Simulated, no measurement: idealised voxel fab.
Proc. module: voxel trench capacitor
The cross-section shown here is cut; it is 300 nm wide and divided into square cells measuring 5 nm on a side.
Bands, listed from the top down, are how a cross-section gets written in this document; the cross-section itself is a grid of square cells, and a band is one or more rows of them.
Top height, bottom height, nm. Materials left to right, width each, nm. Single material + "edge to edge" = fills band edge to edge. "empty" = empty.
We count height from 0. Below that, the starting wafer is all one material. The lowest band never ends at the bottom but goes on down; see "0 -> down" for how that is written.
With a width like "30 to 40", each row of cells in the band differs from the next by the same amount, the top row carrying the first number and the bottom row the second.
"no change occurred" after a step means that no cell of the cross-section changed.
Under "Closed void table" you'll find the enclosed gaps, the ones with no way out to the top, that are 8 cells or bigger; each reads width x height at distance, with distance counted from the left edge, everything in nm.
after a step's settings: what the simulator itself notes on the step
overlay nm: step with mask; distance mask lay right of planned place; negative value = left of planned place.

-- Planned process steps
step 1: RECEIVE,material Si
step 2: CONFORMAL_DEP,material SiN,thk nm 10
step 3: PATTERN,tone open,mask id TRENCH,material resist,width nm 30,pitch nm 60,thk nm 15,overlay nm 0
step 4: DIRECTIONAL_ETCH,etch materials SiN,depth nm 10
step 5: DIRECTIONAL_ETCH,etch materials Si,depth nm 30
step 6: STRIP,etch materials resist
step 7: CONFORMAL_DEP,material HfO2,thk nm 5
step 8: CONFORMAL_DEP,material TiN,thk nm 5
step 9: FILL_DEP,material W,thk nm 10
step 10: CMP,height nm 10

-- Incoming wafer, cross-sectional view, post step 1
	0 -> down | Si edge to edge
	Closed void table: none

-- End state of the module in cross-section, given the above starting point and plan and one mistake in execution
	10 -> 0 | W edge to edge
	0 -> down | Si edge to edge
	Closed void table: none
It is concluded that the wafer was processed incorrectly with respect to the plan, in that in deviation from the planned setting, step 2 was conducted as CONFORMAL_DEP,material W,thk nm 10
